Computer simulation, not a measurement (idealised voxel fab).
This is a process module. Its name is voxel capacitor over wiring.
Displayed cross-section: cut, width of 270 nm, square cells sized 5 nm.
Cross-section format: a grid of square cells, given as bands from top to bottom; each band is one or more rows of cells. It is stipulated that each band's entry specify, in nanometres, the height of the top of the band and then that of its bottom, followed by the materials of the band in left-to-right sequence, each together with its width in nanometres. A single material marked by the word "everywhere" is understood to fill the band from edge to edge; the word "air" is understood to denote empty space. Ref level 0: as-received wafer is one material below here. Bottom band extends down with no lower bound ("z 0 and below"). When a width is written as two numbers, as in "30->40", the first number is the width in the top row of cells of the band and the second is the width in its bottom row, and the width changes by the same amount from each row to the next. "nothing different" (step): cross-section cells unchanged, all of them. In the "Voids, enclosed" entry, you get each enclosed empty space of 8 cells or more, one with no open way to the top, written width x height at distance, distance from the left edge, in nm. It should be noted that, on the line of a given step, the content following the step's settings is a remark produced by the simulator itself with respect to that step. You can add "overlay nm" to a step's line. For a step with a mask, it describes how far the mask lay to the right of its planned position, and a negative number describes a lay to the left.

## Planned process steps
1. RECEIVE (material Si)
2. CONFORMAL_DEP (material SiO2; thk nm 15)
3. CONFORMAL_DEP (material SiN; thk nm 5)
4. DIRECTIONAL_DEP (material lowk; thk nm 20)
5. DIRECTIONAL_DEP (material aC; thk nm 10)
6. PATTERN (tone open; mask id METAL_1; material resist; width nm 20; pitch nm 75; thk nm 30; overlay nm 0)
7. DIRECTIONAL_ETCH (etch materials aC; depth nm 10)
8. STRIP (etch materials resist)
9. DIRECTIONAL_ETCH (etch materials lowk; depth nm 20)
10. DIRECTIONAL_ETCH (etch materials SiN; depth nm 5)
11. STRIP (etch materials aC)
12. CONFORMAL_DEP (material TiN; thk nm 5)
13. FILL_DEP (material W; thk nm 10)
14. CMP (height nm 40)
15. EPI (material Ru; thk nm 5)
16. FILL_DEP (material SiCN; thk nm 5)
17. DIRECTIONAL_DEP (material lowk; thk nm 20)
18. DIRECTIONAL_DEP (material aC; thk nm 15)
19. PATTERN (tone open; mask id PLUG_1; material resist; width nm 15; thk nm 35; overlay nm 0)
20. DIRECTIONAL_ETCH (etch materials aC; depth nm 15)
21. STRIP (etch materials resist)
22. DIRECTIONAL_ETCH (etch materials lowk; depth nm 20)
23. DIRECTIONAL_ETCH (etch materials SiCN; depth nm 5)
24. STRIP (etch materials aC)
25. CONFORMAL_DEP (material TiN; thk nm 5)
26. FILL_DEP (material W; thk nm 10)
27. CMP (height nm 70)
28. DIRECTIONAL_DEP (material TiN; thk nm 10)
29. DIRECTIONAL_DEP (material SiN; thk nm 5)
30. DIRECTIONAL_DEP (material TiN; thk nm 5)
31. MASKED_ETCH (tone cover; mask id UPPER_PLATE; width nm 60; etch materials TiN; depth nm 5; overlay nm 0)
32. MASKED_ETCH (tone cover; mask id UPPER_PLATE; width nm 60; etch materials SiN; depth nm 5; overlay nm 0)
33. PATTERN (tone cover; mask id LOWER_PLATE; material resist; width nm 70; thk nm 15; overlay nm 0)
34. DIRECTIONAL_ETCH (etch materials TiN; depth nm 10)
35. STRIP (etch materials resist)
36. FILL_DEP (material SiO2; thk nm 15)
37. CMP (height nm 100)
38. DIRECTIONAL_DEP (material aC; thk nm 10)
39. PATTERN (tone open; mask id PLUG_2; material resist; width nm 15; thk nm 30; overlay nm 0)
40. DIRECTIONAL_ETCH (etch materials aC; depth nm 10)
41. STRIP (etch materials resist)
42. DIRECTIONAL_ETCH (etch materials SiO2; depth nm 10)
43. STRIP (etch materials aC)
44. CONFORMAL_DEP (material TiN; thk nm 5)
45. FILL_DEP (material Ru; thk nm 10)
46. CMP (height nm 100)
47. CONFORMAL_DEP (material SiN; thk nm 5)

## What follows covers the first of two wafers; it ran as planned

## Cross-section of the incoming wafer, state after step 1
    z 0 and below: Si everywhere
    Voids, enclosed: none

## Presented here is a cross-section of the wafer after step 2 has been performed
    z 15 to 0: SiO2 everywhere
    All layers under 0 are left as they were.

## Presented here is a cross-section of the wafer after step 3 has been performed
    z 20 to 15: SiN everywhere
    All layers under 15 are left as they were.

## Presented here is a cross-section of the wafer after step 4 has been performed
    z 40 to 20: lowk everywhere
    All layers under 20 are left as they were.

## Presented here is a cross-section of the wafer after step 5 has been performed
    z 50 to 40: aC everywhere
    All layers under 40 are left as they were.

## Presented here is a cross-section of the wafer after step 6 has been performed
    z 80 to 50: 85 resist  20 air  55 resist  20 air  90 resist
    All layers under 50 are left as they were.

## Presented here is a cross-section of the wafer after step 7 has been performed
    z 70 to 50: 85 resist  20 air  55 resist  20 air  90 resist
    z 50 to 40: 85 aC  20 air  55 aC  20 air  90 aC
    All layers under 40 are left as they were.

## Presented here is a cross-section of the wafer after step 8 has been performed
    z 50 to 40: 85 aC  20 air  55 aC  20 air  90 aC
    All layers under 40 are left as they were.

## Presented here is a cross-section of the wafer after step 9 has been performed
    z 50 to 40: 85 aC  20 air  55 aC  20 air  90 aC
    z 40 to 20: 85 lowk  20 air  55 lowk  20 air  90 lowk
    All layers under 20 are left as they were.

## Presented here is a cross-section of the wafer after step 10 has been performed
    z 50 to 40: 85 aC  20 air  55 aC  20 air  90 aC
    z 40 to 20: 85 lowk  20 air  55 lowk  20 air  90 lowk
    z 20 to 15: 85 SiN  20 air  55 SiN  20 air  90 SiN
    All layers under 15 are left as they were.

## Presented here is a cross-section of the wafer after step 11 has been performed
    z 40 to 20: 85 lowk  20 air  55 lowk  20 air  90 lowk
    All layers under 20 are left as they were.

## Presented here is a cross-section of the wafer after step 12 has been performed
    z 45 to 40: 90 TiN  10 air  65 TiN  10 air  95 TiN
    z 40 to 20: 85 lowk  5 TiN  10 air  5 TiN  55 lowk  5 TiN  10 air  5 TiN  90 lowk
    z 20 to 15: 85 SiN  20 TiN  55 SiN  20 TiN  90 SiN
    All layers under 15 are left as they were.

## Presented here is a cross-section of the wafer after step 13 has been performed
    z 55 to 45: W everywhere
    z 45 to 40: 90 TiN  10 W  65 TiN  10 W  95 TiN
    z 40 to 20: 85 lowk  5 TiN  10 W  5 TiN  55 lowk  5 TiN  10 W  5 TiN  90 lowk
    All layers under 20 are left as they were.

## Presented here is a cross-section of the wafer after step 14 has been performed
    z 40 to 20: 85 lowk  5 TiN  10 W  5 TiN  55 lowk  5 TiN  10 W  5 TiN  90 lowk
    All layers under 20 are left as they were.

## Presented here is a cross-section of the wafer after step 15 has been performed
    z 45 to 40: 80 air  30 Ru  45 air  30 Ru  85 air
    All layers under 40 are left as they were.

## Presented here is a cross-section of the wafer after step 16 has been performed
    z 50 to 45: SiCN everywhere
    z 45 to 40: 80 SiCN  30 Ru  45 SiCN  30 Ru  85 SiCN
    All layers under 40 are left as they were.

## Presented here is a cross-section of the wafer after step 17 has been performed
    z 70 to 50: lowk everywhere
    All layers under 50 are left as they were.

## Presented here is a cross-section of the wafer after step 18 has been performed
    z 85 to 70: aC everywhere
    All layers under 70 are left as they were.

## Presented here is a cross-section of the wafer after step 19 has been performed
    z 120 to 85: 90 resist  15 air  165 resist
    All layers under 85 are left as they were.

## Presented here is a cross-section of the wafer after step 20 has been performed
    z 105 to 85: 90 resist  15 air  165 resist
    z 85 to 70: 90 aC  15 air  165 aC
    All layers under 70 are left as they were.

## Presented here is a cross-section of the wafer after step 21 has been performed
    z 85 to 70: 90 aC  15 air  165 aC
    All layers under 70 are left as they were.

## Presented here is a cross-section of the wafer after step 22 has been performed
    z 85 to 70: 90 aC  15 air  165 aC
    z 70 to 50: 90 lowk  15 air  165 lowk
    All layers under 50 are left as they were.

## Presented here is a cross-section of the wafer after step 23 has been performed
    z 85 to 70: 90 aC  15 air  165 aC
    z 70 to 50: 90 lowk  15 air  165 lowk
    z 50 to 45: 90 SiCN  15 air  165 SiCN
    All layers under 45 are left as they were.

## Presented here is a cross-section of the wafer after step 24 has been performed
    z 70 to 50: 90 lowk  15 air  165 lowk
    All layers under 50 are left as they were.

## Presented here is a cross-section of the wafer after step 25 has been performed
    z 75 to 70: 95 TiN  5 air  170 TiN
    z 70 to 50: 90 lowk  5 TiN  5 air  5 TiN  165 lowk
    z 50 to 45: 90 SiCN  15 TiN  165 SiCN
    All layers under 45 are left as they were.

## Presented here is a cross-section of the wafer after step 26 has been performed
    z 85 to 75: W everywhere
    z 75 to 70: 95 TiN  5 W  170 TiN
    z 70 to 50: 90 lowk  5 TiN  5 W  5 TiN  165 lowk
    All layers under 50 are left as they were.

## Presented here is a cross-section of the wafer after step 27 has been performed
    z 70 to 50: 90 lowk  5 TiN  5 W  5 TiN  165 lowk
    All layers under 50 are left as they were.

## Presented here is a cross-section of the wafer after step 28 has been performed
    z 80 to 70: TiN everywhere
    All layers under 70 are left as they were.

## Presented here is a cross-section of the wafer after step 29 has been performed
    z 85 to 80: SiN everywhere
    All layers under 80 are left as they were.

## Presented here is a cross-section of the wafer after step 30 has been performed
    z 90 to 85: TiN everywhere
    All layers under 85 are left as they were.

## Presented here is a cross-section of the wafer after step 31 has been performed
    z 90 to 85: 90 air  60 TiN  120 air
    All layers under 85 are left as they were.

## Presented here is a cross-section of the wafer after step 32 has been performed
    z 90 to 85: 90 air  60 TiN  120 air
    z 85 to 80: 90 air  60 SiN  120 air
    All layers under 80 are left as they were.

## Presented here is a cross-section of the wafer after step 33 has been performed
    z 105 to 90: 85 air  70 resist  115 air
    z 90 to 85: 85 air  5 resist  60 TiN  5 resist  115 air
    z 85 to 80: 85 air  5 resist  60 SiN  5 resist  115 air
    All layers under 80 are left as they were.

## Presented here is a cross-section of the wafer after step 34 has been performed
    z 105 to 90: 85 air  70 resist  115 air
    z 90 to 85: 85 air  5 resist  60 TiN  5 resist  115 air
    z 85 to 80: 85 air  5 resist  60 SiN  5 resist  115 air
    z 80 to 70: 85 air  70 TiN  115 air
    All layers under 70 are left as they were.

## Presented here is a cross-section of the wafer after step 35 has been performed
    z 90 to 85: 90 air  60 TiN  120 air
    z 85 to 80: 90 air  60 SiN  120 air
    All layers under 80 are left as they were.

## Presented here is a cross-section of the wafer after step 36 has been performed
    z 105 to 90: SiO2 everywhere
    z 90 to 85: 90 SiO2  60 TiN  120 SiO2
    z 85 to 80: 90 SiO2  60 SiN  120 SiO2
    z 80 to 70: 85 SiO2  70 TiN  115 SiO2
    All layers under 70 are left as they were.

## Presented here is a cross-section of the wafer after step 37 has been performed
    z 100 to 90: SiO2 everywhere
    All layers under 90 are left as they were.

## Presented here is a cross-section of the wafer after step 38 has been performed
    z 110 to 100: aC everywhere
    All layers under 100 are left as they were.

## Presented here is a cross-section of the wafer after step 39 has been performed
    z 140 to 110: 100 resist  15 air  155 resist
    All layers under 110 are left as they were.

## Presented here is a cross-section of the wafer after step 40 has been performed
    z 130 to 110: 100 resist  15 air  155 resist
    z 110 to 100: 100 aC  15 air  155 aC
    All layers under 100 are left as they were.

## Presented here is a cross-section of the wafer after step 41 has been performed
    z 110 to 100: 100 aC  15 air  155 aC
    All layers under 100 are left as they were.

## Presented here is a cross-section of the wafer after step 42 has been performed
    z 110 to 100: 100 aC  15 air  155 aC
    z 100 to 90: 100 SiO2  15 air  155 SiO2
    All layers under 90 are left as they were.

## Presented here is a cross-section of the wafer after step 43 has been performed
    z 100 to 90: 100 SiO2  15 air  155 SiO2
    All layers under 90 are left as they were.

## Presented here is a cross-section of the wafer after step 44 has been performed
    z 105 to 100: 105 TiN  5 air  160 TiN
    z 100 to 95: 100 SiO2  5 TiN  5 air  5 TiN  155 SiO2
    z 95 to 85: 100->90 SiO2  15->60 TiN  155->120 SiO2
    All layers under 85 are left as they were.

## Presented here is a cross-section of the wafer after step 45 has been performed
    z 115 to 105: Ru everywhere
    z 105 to 100: 105 TiN  5 Ru  160 TiN
    z 100 to 95: 100 SiO2  5 TiN  5 Ru  5 TiN  155 SiO2
    All layers under 95 are left as they were.

## Presented here is a cross-section of the wafer after step 46 has been performed
    z 100 to 95: 100 SiO2  5 TiN  5 Ru  5 TiN  155 SiO2
    All layers under 95 are left as they were.

## Presented here is a cross-section of the wafer after step 47 has been performed
    z 105 to 100: SiN everywhere
    All layers under 100 are left as they were.

## Second Wafer (Identical Start and Plan, One Processing Error; Matches First Wafer Through Step 30)

## Second wafer profile in section, at the moment step 31 of the plan was meant to be complete
    z 90 to 85: 90 TiN  60 air  120 TiN
    All layers under 85 are left as they were.

Second wafer profile in section, at the moment step 32 of the plan was meant to be complete: nothing different

## Second wafer profile in section, at the moment step 33 of the plan was meant to be complete
    z 105 to 90: 85 air  70 resist  115 air
    z 90 to 85: 90 TiN  60 resist  120 TiN
    All layers under 85 are left as they were.

## Second wafer profile in section, at the moment step 34 of the plan was meant to be complete
    z 105 to 90: 85 air  70 resist  115 air
    z 90 to 85: 85 air  5 TiN  60 resist  5 TiN  115 air
    All layers under 85 are left as they were.

## Second wafer profile in section, at the moment step 35 of the plan was meant to be complete
    z 90 to 85: 85 air  5 TiN  60 air  5 TiN  115 air
    All layers under 85 are left as they were.

## Second wafer profile in section, at the moment step 36 of the plan was meant to be complete
    z 105 to 90: SiO2 everywhere
    z 90 to 85: 85 SiO2  5 TiN  60 SiO2  5 TiN  115 SiO2
    All layers under 85 are left as they were.

## Second wafer profile in section, at the moment step 37 of the plan was meant to be complete
    z 100 to 90: SiO2 everywhere
    All layers under 90 are left as they were.

## Second wafer profile in section, at the moment step 38 of the plan was meant to be complete
    z 110 to 100: aC everywhere
    All layers under 100 are left as they were.

## Second wafer profile in section, at the moment step 39 of the plan was meant to be complete
    z 140 to 110: 100 resist  15 air  155 resist
    All layers under 110 are left as they were.

## Second wafer profile in section, at the moment step 40 of the plan was meant to be complete
    z 130 to 110: 100 resist  15 air  155 resist
    z 110 to 100: 100 aC  15 air  155 aC
    All layers under 100 are left as they were.

## Second wafer profile in section, at the moment step 41 of the plan was meant to be complete
    z 110 to 100: 100 aC  15 air  155 aC
    All layers under 100 are left as they were.

## Second wafer profile in section, at the moment step 42 of the plan was meant to be complete
    z 110 to 100: 100 aC  15 air  155 aC
    z 100 to 90: 100 SiO2  15 air  155 SiO2
    All layers under 90 are left as they were.

## Second wafer profile in section, at the moment step 43 of the plan was meant to be complete
    z 100 to 90: 100 SiO2  15 air  155 SiO2
    All layers under 90 are left as they were.

## Second wafer profile in section, at the moment step 44 of the plan was meant to be complete
    z 105 to 100: 105 TiN  5 air  160 TiN
    z 100 to 95: 100 SiO2  5 TiN  5 air  5 TiN  155 SiO2
    z 95 to 90: 100 SiO2  15 TiN  155 SiO2
    All layers under 90 are left as they were.

## Second wafer profile in section, at the moment step 45 of the plan was meant to be complete
    z 115 to 105: Ru everywhere
    z 105 to 100: 105 TiN  5 Ru  160 TiN
    z 100 to 95: 100 SiO2  5 TiN  5 Ru  5 TiN  155 SiO2
    All layers under 95 are left as they were.

## Second wafer profile in section, at the moment step 46 of the plan was meant to be complete
    z 100 to 95: 100 SiO2  5 TiN  5 Ru  5 TiN  155 SiO2
    All layers under 95 are left as they were.

## Second wafer profile in section, at the moment step 47 of the plan was meant to be complete
    z 105 to 100: SiN everywhere
    All layers under 100 are left as they were.
What was the processing mistake? step 31 ran differently from the plan; actual operation with settings: MASKED_ETCH (tone open; mask id UPPER_PLATE; width nm 60; etch materials TiN; depth nm 5; overlay nm 0)
at the end the second wafer has, in cells: +42 SiN, -112 SiO2, +70 TiN
